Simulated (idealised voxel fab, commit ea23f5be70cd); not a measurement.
Process module, titled voxel trench capacitor
Section cut is 175 nm wide and gridded with 5 nm square cells.
The cross-sections in this document take the form of a grid made of square cells. They are written out as bands, in order from top to bottom. Each band consists of one or more rows of cells. Read a band's entry like this: the first values are the height of its top and the height of its bottom in nm, and what follows is the sequence of materials from left to right, each with its width in nm. Note that "empty" is empty space, and that a single material marked "all across" reaches across the band from edge to edge. Heights from 0 (as-received wafer is one material below). Bottom band endless downward, as "z 0 and below". A width given as "30 to 40" starts at the first number in the band's top row and ends at the second number in its bottom row, shifting by an equal amount at every step from row to row. For the purposes of this document, the phrase "no alterations made" attached to a step denotes that no cell within the cross-section was modified by that step. Under "Closed-off voids" you'll find the enclosed gaps, the ones with no way out to the top, that are 8 cells or bigger; each reads width x height at distance, with distance counted from the left edge, everything in nm. The remark found on a step's line after its settings is issued by the simulator itself and pertains to that step. overlay nm: where the mask lay relative to plan, measured to the right, on steps with a mask; negatives go left.
Planned process steps
1,op RECEIVE | material Si
2,op CONFORMAL_DEP | material SiN | thk nm 10
3,op PATTERN | tone open | mask id TRENCH | material resist | width nm 25 | pitch nm 45 | thk nm 15 | overlay nm 0
4,op DIRECTIONAL_ETCH | etch materials SiN | depth nm 10
5,op DIRECTIONAL_ETCH | etch materials Si | depth nm 40
6,op STRIP | etch materials resist
7,op CONFORMAL_DEP | material HfO2 | thk nm 5
8,op CONFORMAL_DEP | material TiN | thk nm 5
9,op FILL_DEP | material W | thk nm 5
10,op CMP | height nm 10
First wafer, as planned
Incoming wafer in cross-section (state: after step 1)
    z 0 and below: Si all across
    Closed-off voids: none
Upon completion of step 2, the wafer appears in cross-section as shown
    z 10 to 0: SiN all across
    Everything below 0 is unchanged.
Upon completion of step 3, the wafer appears in cross-section as shown
    z 25 to 10: 50 nm resist, then 25 nm empty, then 20 nm resist, then 25 nm empty, then 55 nm resist
    Everything below 10 is unchanged.
Upon completion of step 4, the wafer appears in cross-section as shown
    z 25 to 10: 50 nm resist, then 25 nm empty, then 20 nm resist, then 25 nm empty, then 55 nm resist
    z 10 to 0: 50 nm SiN, then 25 nm empty, then 20 nm SiN, then 25 nm empty, then 55 nm SiN
    Everything below 0 is unchanged.
Upon completion of step 5, the wafer appears in cross-section as shown
    z 25 to 10: 50 nm resist, then 25 nm empty, then 20 nm resist, then 25 nm empty, then 55 nm resist
    z 10 to 0: 50 nm SiN, then 25 nm empty, then 20 nm SiN, then 25 nm empty, then 55 nm SiN
    z 0 to -40: 50 nm Si, then 25 nm empty, then 20 nm Si, then 25 nm empty, then 55 nm Si
    Everything below -40 is unchanged.
Upon completion of step 6, the wafer appears in cross-section as shown
    z 10 to 0: 50 nm SiN, then 25 nm empty, then 20 nm SiN, then 25 nm empty, then 55 nm SiN
    Everything below 0 is unchanged.
Upon completion of step 7, the wafer appears in cross-section as shown
    z 15 to 10: 55 nm HfO2, then 15 nm empty, then 30 nm HfO2, then 15 nm empty, then 60 nm HfO2
    z 10 to 0: 50 nm SiN, then 5 nm HfO2, then 15 nm empty, then 5 nm HfO2, then 20 nm SiN, then 5 nm HfO2, then 15 nm empty, then 5 nm HfO2, then 55 nm SiN
    z 0 to -35: 50 nm Si, then 5 nm HfO2, then 15 nm empty, then 5 nm HfO2, then 20 nm Si, then 5 nm HfO2, then 15 nm empty, then 5 nm HfO2, then 55 nm Si
    z -35 to -40: 50 nm Si, then 25 nm HfO2, then 20 nm Si, then 25 nm HfO2, then 55 nm Si
    Everything below -40 is unchanged.
Upon completion of step 8, the wafer appears in cross-section as shown
    z 20 to 15: 60 nm TiN, then 5 nm empty, then 40 nm TiN, then 5 nm empty, then 65 nm TiN
    z 15 to 10: 55 nm HfO2, then 5 nm TiN, then 5 nm empty, then 5 nm TiN, then 30 nm HfO2, then 5 nm TiN, then 5 nm empty, then 5 nm TiN, then 60 nm HfO2
    z 10 to 0: 50 nm SiN, then 5 nm HfO2, then 5 nm TiN, then 5 nm empty, then 5 nm TiN, then 5 nm HfO2, then 20 nm SiN, then 5 nm HfO2, then 5 nm TiN, then 5 nm empty, then 5 nm TiN, then 5 nm HfO2, then 55 nm SiN
    z 0 to -30: 50 nm Si, then 5 nm HfO2, then 5 nm TiN, then 5 nm empty, then 5 nm TiN, then 5 nm HfO2, then 20 nm Si, then 5 nm HfO2, then 5 nm TiN, then 5 nm empty, then 5 nm TiN, then 5 nm HfO2, then 55 nm Si
    z -30 to -35: 50 nm Si, then 5 nm HfO2, then 15 nm TiN, then 5 nm HfO2, then 20 nm Si, then 5 nm HfO2, then 15 nm TiN, then 5 nm HfO2, then 55 nm Si
    Everything below -35 is unchanged.
Upon completion of step 9, the wafer appears in cross-section as shown
    z 25 to 20: W all across
    z 20 to 15: 60 nm TiN, then 5 nm W, then 40 nm TiN, then 5 nm W, then 65 nm TiN
    z 15 to 10: 55 nm HfO2, then 5 nm TiN, then 5 nm W, then 5 nm TiN, then 30 nm HfO2, then 5 nm TiN, then 5 nm W, then 5 nm TiN, then 60 nm HfO2
    z 10 to 0: 50 nm SiN, then 5 nm HfO2, then 5 nm TiN, then 5 nm W, then 5 nm TiN, then 5 nm HfO2, then 20 nm SiN, then 5 nm HfO2, then 5 nm TiN, then 5 nm W, then 5 nm TiN, then 5 nm HfO2, then 55 nm SiN
    z 0 to -30: 50 nm Si, then 5 nm HfO2, then 5 nm TiN, then 5 nm W, then 5 nm TiN, then 5 nm HfO2, then 20 nm Si, then 5 nm HfO2, then 5 nm TiN, then 5 nm W, then 5 nm TiN, then 5 nm HfO2, then 55 nm Si
    Everything below -30 is unchanged.
Upon completion of step 10, the wafer appears in cross-section as shown
    z 10 to 0: 50 nm SiN, then 5 nm HfO2, then 5 nm TiN, then 5 nm W, then 5 nm TiN, then 5 nm HfO2, then 20 nm SiN, then 5 nm HfO2, then 5 nm TiN, then 5 nm W, then 5 nm TiN, then 5 nm HfO2, then 55 nm SiN
    Everything below 0 is unchanged.
The Second Wafer: Common Origin and Plan, One Mistake in Execution, Identical to the First Through Step 2
When step 3 should have ended
    z 25 to 10: 45 nm resist, then 25 nm empty, then 20 nm resist, then 25 nm empty, then 60 nm resist
    Everything below 10 is unchanged.
When step 4 should have ended
    z 25 to 10: 45 nm resist, then 25 nm empty, then 20 nm resist, then 25 nm empty, then 60 nm resist
    z 10 to 0: 45 nm SiN, then 25 nm empty, then 20 nm SiN, then 25 nm empty, then 60 nm SiN
    Everything below 0 is unchanged.
When step 5 should have ended
    z 25 to 10: 45 nm resist, then 25 nm empty, then 20 nm resist, then 25 nm empty, then 60 nm resist
    z 10 to 0: 45 nm SiN, then 25 nm empty, then 20 nm SiN, then 25 nm empty, then 60 nm SiN
    z 0 to -40: 45 nm Si, then 25 nm empty, then 20 nm Si, then 25 nm empty, then 60 nm Si
    Everything below -40 is unchanged.
When step 6 should have ended
    z 10 to 0: 45 nm SiN, then 25 nm empty, then 20 nm SiN, then 25 nm empty, then 60 nm SiN
    Everything below 0 is unchanged.
When step 7 should have ended
    z 15 to 10: 50 nm HfO2, then 15 nm empty, then 30 nm HfO2, then 15 nm empty, then 65 nm HfO2
    z 10 to 0: 45 nm SiN, then 5 nm HfO2, then 15 nm empty, then 5 nm HfO2, then 20 nm SiN, then 5 nm HfO2, then 15 nm empty, then 5 nm HfO2, then 60 nm SiN
    z 0 to -35: 45 nm Si, then 5 nm HfO2, then 15 nm empty, then 5 nm HfO2, then 20 nm Si, then 5 nm HfO2, then 15 nm empty, then 5 nm HfO2, then 60 nm Si
    z -35 to -40: 45 nm Si, then 25 nm HfO2, then 20 nm Si, then 25 nm HfO2, then 60 nm Si
    Everything below -40 is unchanged.
When step 8 should have ended
    z 20 to 15: 55 nm TiN, then 5 nm empty, then 40 nm TiN, then 5 nm empty, then 70 nm TiN
    z 15 to 10: 50 nm HfO2, then 5 nm TiN, then 5 nm empty, then 5 nm TiN, then 30 nm HfO2, then 5 nm TiN, then 5 nm empty, then 5 nm TiN, then 65 nm HfO2
    z 10 to 0: 45 nm SiN, then 5 nm HfO2, then 5 nm TiN, then 5 nm empty, then 5 nm TiN, then 5 nm HfO2, then 20 nm SiN, then 5 nm HfO2, then 5 nm TiN, then 5 nm empty, then 5 nm TiN, then 5 nm HfO2, then 60 nm SiN
    z 0 to -30: 45 nm Si, then 5 nm HfO2, then 5 nm TiN, then 5 nm empty, then 5 nm TiN, then 5 nm HfO2, then 20 nm Si, then 5 nm HfO2, then 5 nm TiN, then 5 nm empty, then 5 nm TiN, then 5 nm HfO2, then 60 nm Si
    z -30 to -35: 45 nm Si, then 5 nm HfO2, then 15 nm TiN, then 5 nm HfO2, then 20 nm Si, then 5 nm HfO2, then 15 nm TiN, then 5 nm HfO2, then 60 nm Si
    Everything below -35 is unchanged.
When step 9 should have ended
    z 25 to 20: W all across
    z 20 to 15: 55 nm TiN, then 5 nm W, then 40 nm TiN, then 5 nm W, then 70 nm TiN
    z 15 to 10: 50 nm HfO2, then 5 nm TiN, then 5 nm W, then 5 nm TiN, then 30 nm HfO2, then 5 nm TiN, then 5 nm W, then 5 nm TiN, then 65 nm HfO2
    z 10 to 0: 45 nm SiN, then 5 nm HfO2, then 5 nm TiN, then 5 nm W, then 5 nm TiN, then 5 nm HfO2, then 20 nm SiN, then 5 nm HfO2, then 5 nm TiN, then 5 nm W, then 5 nm TiN, then 5 nm HfO2, then 60 nm SiN
    z 0 to -30: 45 nm Si, then 5 nm HfO2, then 5 nm TiN, then 5 nm W, then 5 nm TiN, then 5 nm HfO2, then 20 nm Si, then 5 nm HfO2, then 5 nm TiN, then 5 nm W, then 5 nm TiN, then 5 nm HfO2, then 60 nm Si
    Everything below -30 is unchanged.
When step 10 should have ended
    z 10 to 0: 45 nm SiN, then 5 nm HfO2, then 5 nm TiN, then 5 nm W, then 5 nm TiN, then 5 nm HfO2, then 20 nm SiN, then 5 nm HfO2, then 5 nm TiN, then 5 nm W, then 5 nm TiN, then 5 nm HfO2, then 60 nm SiN
    Everything below 0 is unchanged.
Run error: heads up, step 3 didn't go per plan, it actually ran as op PATTERN | tone open | mask id TRENCH | material resist | width nm 25 | pitch nm 45 | thk nm 15 | overlay nm -5
Upon completion, the cell count for each material on the second wafer equals that on the first, whereas the spatial distribution of those cells differs.
